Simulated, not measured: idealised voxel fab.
process module | voxel fin reveal
cross-section cut | 225 nm wide | cells 5 nm
A cross-section is a grid of square cells, given in bands from the top down. A band is one or more rows of cells.
Each band's line starts with the height of the band's top and of its bottom, in nm. Then come its materials from left to right, each with its width in nm. One material with "throughout" fills the band from edge to edge. "air" is empty space.
Height 0 is the level under which the wafer as received is all one material. The lowest band goes on downwards, as in "0 down".
A width such as "30 to 40" changes by the same amount from each row of cells to the next, from the band's top row to its bottom row.
"no change" after a step means that no cell of the cross-section changed.
closed voids: empty space of 8 cells or more with no open way to the top, each as width x height at its distance from the left edge, in nm
after a step's settings: what the simulator itself notes on the step
overlay nm, on a step with a mask: how far to the right of its planned place the mask lay; to the left if negative
plan
1 op RECEIVE | material Si
2 op CONFORMAL_DEP | material SiN | thk nm 5
3 op MASKED_ETCH | tone cover | mask id FINS | width nm 15 | pitch nm 35 | etch materials SiN | depth nm 5 | overlay nm 0
4 op MASKED_ETCH | tone cover | mask id FINS | width nm 15 | pitch nm 35 | etch materials Si | depth nm 35 | overlay nm 0
5 op FILL_DEP | material SiO2 | thk nm 5
6 op CMP | height nm 5
7 op SELECTIVE_ETCH | etch materials SiO2 | depth nm 30
8 op STRIP | etch materials SiN
9 op CONFORMAL_DEP | material SiO2 | thk nm 5
first wafer, as planned
as received, after step 1
  0 down: Si throughout
  closed voids: none
after step 2
  5 to 0: SiN throughout
  below 0: unchanged
after step 3
  5 to 0: air 70 | SiN 15 | air 20 | SiN 15 | air 20 | SiN 15 | air 70
  below 0: unchanged
after step 4
  5 to 0: air 70 | SiN 15 | air 20 | SiN 15 | air 20 | SiN 15 | air 70
  0 to -35: air 70 | Si 15 | air 20 | Si 15 | air 20 | Si 15 | air 70
  below -35: unchanged
after step 5
  10 to 5: SiO2 throughout
  5 to 0: SiO2 70 | SiN 15 | SiO2 20 | SiN 15 | SiO2 20 | SiN 15 | SiO2 70
  0 to -35: SiO2 70 | Si 15 | SiO2 20 | Si 15 | SiO2 20 | Si 15 | SiO2 70
  below -35: unchanged
after step 6
  5 to 0: SiO2 70 | SiN 15 | SiO2 20 | SiN 15 | SiO2 20 | SiN 15 | SiO2 70
  below 0: unchanged
after step 7
  5 to 0: air 70 | SiN 15 | air 20 | SiN 15 | air 20 | SiN 15 | air 70
  0 to -25: air 70 | Si 15 | air 20 | Si 15 | air 20 | Si 15 | air 70
  below -25: unchanged
after step 8
  0 to -25: air 70 | Si 15 | air 20 | Si 15 | air 20 | Si 15 | air 70
  below -25: unchanged
after step 9
  5 to 0: air 65 | SiO2 25 | air 10 | SiO2 25 | air 10 | SiO2 25 | air 65
  0 to -20: air 65 | SiO2 5 | Si 15 | SiO2 5 | air 10 | SiO2 5 | Si 15 | SiO2 5 | air 10 | SiO2 5 | Si 15 | SiO2 5 | air 65
  -20 to -35: SiO2 70 | Si 15 | SiO2 20 | Si 15 | SiO2 20 | Si 15 | SiO2 70
  below -35: unchanged
second wafer: like start, like plan, one mistake. Through step 6 it matches the first wafer
when step 7 should have ended
  5 to 0: SiO2 70 | air 15 | SiO2 20 | air 15 | SiO2 20 | air 15 | SiO2 70
  below 0: unchanged
when step 8 should have ended
  0 to -25: air 70 | Si 15 | air 20 | Si 15 | air 20 | Si 15 | air 70
  -25 to -30: SiO2 40 | air 30 | Si 15 | air 20 | Si 15 | air 20 | Si 15 | air 30 | SiO2 40
  below -30: unchanged
when step 9 should have ended
  5 to 0: air 65 | SiO2 25 | air 10 | SiO2 25 | air 10 | SiO2 25 | air 65
  0 to -20: air 65 | SiO2 5 | Si 15 | SiO2 5 | air 10 | SiO2 5 | Si 15 | SiO2 5 | air 10 | SiO2 5 | Si 15 | SiO2 5 | air 65
  -20 to -25: SiO2 45 | air 20 | SiO2 5 | Si 15 | SiO2 5 | air 10 | SiO2 5 | Si 15 | SiO2 5 | air 10 | SiO2 5 | Si 15 | SiO2 5 | air 20 | SiO2 45
  -25 to -35: SiO2 70 | Si 15 | SiO2 20 | Si 15 | SiO2 20 | Si 15 | SiO2 70
  below -35: unchanged
what went wrong: steps 7 and 8 were swapped
at the end the second wafer has, in cells: 12 fewer of SiO2
